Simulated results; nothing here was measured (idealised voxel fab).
Process module, titled voxel ribs on slabs
Cross-section cut spans 280 nm and uses square cells 5 nm in size.
Just so we're on the same page, the cross-sections are grids of square cells, and they're listed out in bands top to bottom, each band one or more rows deep. In this notation a band is specified by the heights of its top and bottom, in that order and in nm, after which its materials appear from left to right, each paired with its width in nm. The word "throughout" attached to a single material means that material fills the band from edge to edge; the word "air" stands for empty space. The reference from which all heights are counted is 0, the level beneath which the as-received wafer is entirely one material; the lowest band, having no lower bound, proceeds downward and is written after the example "0 nm and below". Width: "30..40" (first number = top row, second number = bottom row, same change from row to row of cells). A step reported as "no alterations made" is a step in which no cell of the cross-section changed. So "Enclosed void listing" is basically the list of trapped voids: any empty space of 8 cells or more that can't reach the top through an opening. They're written width x height at distance, the distance being from the left edge, and it's all nm. after a step's settings: what the simulator itself notes on the step. Regarding "overlay nm": on a step with a mask, it is the distance the mask lay to the right of its planned place; a negative value places it to the left.
**plan**
1 RECEIVE with material Si
2 DIRECTIONAL_DEP with material SiO2, thk nm 25
3 DIRECTIONAL_DEP with material polySi, thk nm 25
4 MASKED_ETCH with tone cover, mask id RIB, width nm 25, etch materials polySi, depth nm 10, overlay nm 0
5 DIRECTIONAL_DEP with material aC, thk nm 15
6 PATTERN with tone cover, mask id SLAB, material resist, width nm 55, thk nm 35, overlay nm 0
7 DIRECTIONAL_ETCH with etch materials aC, depth nm 15
8 STRIP with etch materials resist
9 DIRECTIONAL_ETCH with etch materials polySi, depth nm 15
10 STRIP with etch materials aC
11 FILL_DEP with material SiO2, thk nm 15
12 CMP with height nm 60
13 DIRECTIONAL_DEP with material TiN, thk nm 10
14 MASKED_ETCH with tone cover, mask id HEATER, width nm 35, etch materials TiN, depth nm 10, overlay nm 0
15 CONFORMAL_DEP with material SiN, thk nm 5
**Delivered wafer in cross-section: state after step 1**
0 nm and below: Si throughout
Enclosed void listing: none
**The first of the two wafers as seen in cross-section once the module was finished; processing followed the plan**
75 nm to 70 nm: air=115  SiN=45  air=120
70 nm to 65 nm: air=115  SiN=5  TiN=35  SiN=5  air=120
65 nm to 60 nm: SiN=120  TiN=35  SiN=125
60 nm to 50 nm: SiO2 throughout
50 nm to 40 nm: SiO2=125  polySi=25  SiO2=130
40 nm to 25 nm: SiO2=110  polySi=55  SiO2=115
25 nm to 0 nm: SiO2 throughout
0 nm and below: Si throughout
Enclosed void listing: none
**Second wafer through the module, sectioned at the end: same beginning and same plan as the first wafer, with one mistake in carrying it out**
70 nm to 60 nm: air=120  TiN=35  air=125
60 nm to 50 nm: SiO2 throughout
50 nm to 40 nm: SiO2=125  polySi=25  SiO2=130
40 nm to 25 nm: SiO2=110  polySi=55  SiO2=115
25 nm to 0 nm: SiO2 throughout
0 nm and below: Si throughout
Enclosed void listing: none
It is concluded that the wafer was processed incorrectly with respect to the plan, in that step 15 from the plan never happened, it was just skipped
Count the cells at the end and the second wafer has more or fewer of some materials than the first: 60 fewer of SiN
